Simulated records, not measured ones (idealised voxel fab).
Process module under the name voxel self aligned contacts
Cross-section cut: width 290 nm, square cells of 5 nm.
In this document a cross-section is written as a grid of square cells. It is given as a series of bands, listed from the top down, and a band is one or more rows of cells.
Heights first: top, then bottom, in nm. Then materials, left to right, each with a width in nm. "all across" on a single material: fills the band edge to edge. "blank": empty space.
Beneath 0, the wafer as received is one material, and that level is where height counting begins. The lowest band goes on downward without a bottom; it is written like "top 0, no bottom".
Top row gets the first number, bottom row gets the second, and each row in between changes by the same step: that is how a band width like "30->40" works.
No cell of the cross-section changed in a step that is given as "everything unchanged".
Entry "Closed void listing". Content: empty spaces with no open connection to the top, size 8 cells or greater. Each: width x height at distance. Distance: from left edge. Unit: nm.
Read whatever lies past the settings on a step's line as the simulator's own remark about the step.
If you see "overlay nm" on a step's line and that step has a mask, it's telling you how far right of where it was planned the mask ended up; a negative number means it went left instead.

Here's what the planned process steps look like
1,RECEIVE | material Si
2,CONFORMAL_DEP | material SiO2 | thk nm 5
3,DIRECTIONAL_DEP | material polySi | thk nm 25
4,DIRECTIONAL_DEP | material SiN | thk nm 20
5,DIRECTIONAL_DEP | material aC | thk nm 15
6,PATTERN | tone cover | mask id GATE | material resist | width nm 30 | pitch nm 75 | thk nm 30 | overlay nm 0
7,DIRECTIONAL_ETCH | etch materials aC | depth nm 15
8,STRIP | etch materials resist
9,DIRECTIONAL_ETCH | etch materials SiN | depth nm 20
10,DIRECTIONAL_ETCH | etch materials polySi | depth nm 25
11,STRIP | etch materials aC
12,CONFORMAL_DEP | material SiN | thk nm 5
13,DIRECTIONAL_ETCH | etch materials SiN | depth nm 10
14,FILL_DEP | material SiO2 | thk nm 10
15,CMP | height nm 55
16,MASKED_ETCH | tone open | mask id CONTACT | width nm 55 | pitch nm 75 | etch materials SiO2 | depth nm 55 | overlay nm 0
17,CONFORMAL_DEP | material TiN | thk nm 5
18,FILL_DEP | material W | thk nm 5
19,CMP | height nm 55
20,CONFORMAL_DEP | material SiN | thk nm 5
varied across the wafers: thk nm of step 12. The plan shows the first wafer's value. All wafers start alike

As-received state after step 1, first of several wafers, cross-section
- top 0, no bottom = Si all across
- Closed void listing: none

Quick key for the table: a row per wafer, taken at the end of the module. For each material it tells you how many cells the wafer gained (+) or lost (-) since it came in, and the closed voids come after
thk nm 5 | +160 SiN | +276 SiO2 | +62 TiN | +108 W | +90 polySi | Closed void listing: none
thk nm 10 | +238 SiN | +246 SiO2 | +62 TiN | +60 W | +90 polySi | Closed void listing: none
thk nm 15 | +350 SiN | +202 SiO2 | +38 TiN | +16 W | +90 polySi | Closed void listing: none
thk nm 20 | +420 SiN | +170 SiO2 | +16 TiN | +90 polySi | Closed void listing: none
thk nm 25 | +464 SiN | +142 SiO2 | +90 polySi | Closed void listing: none
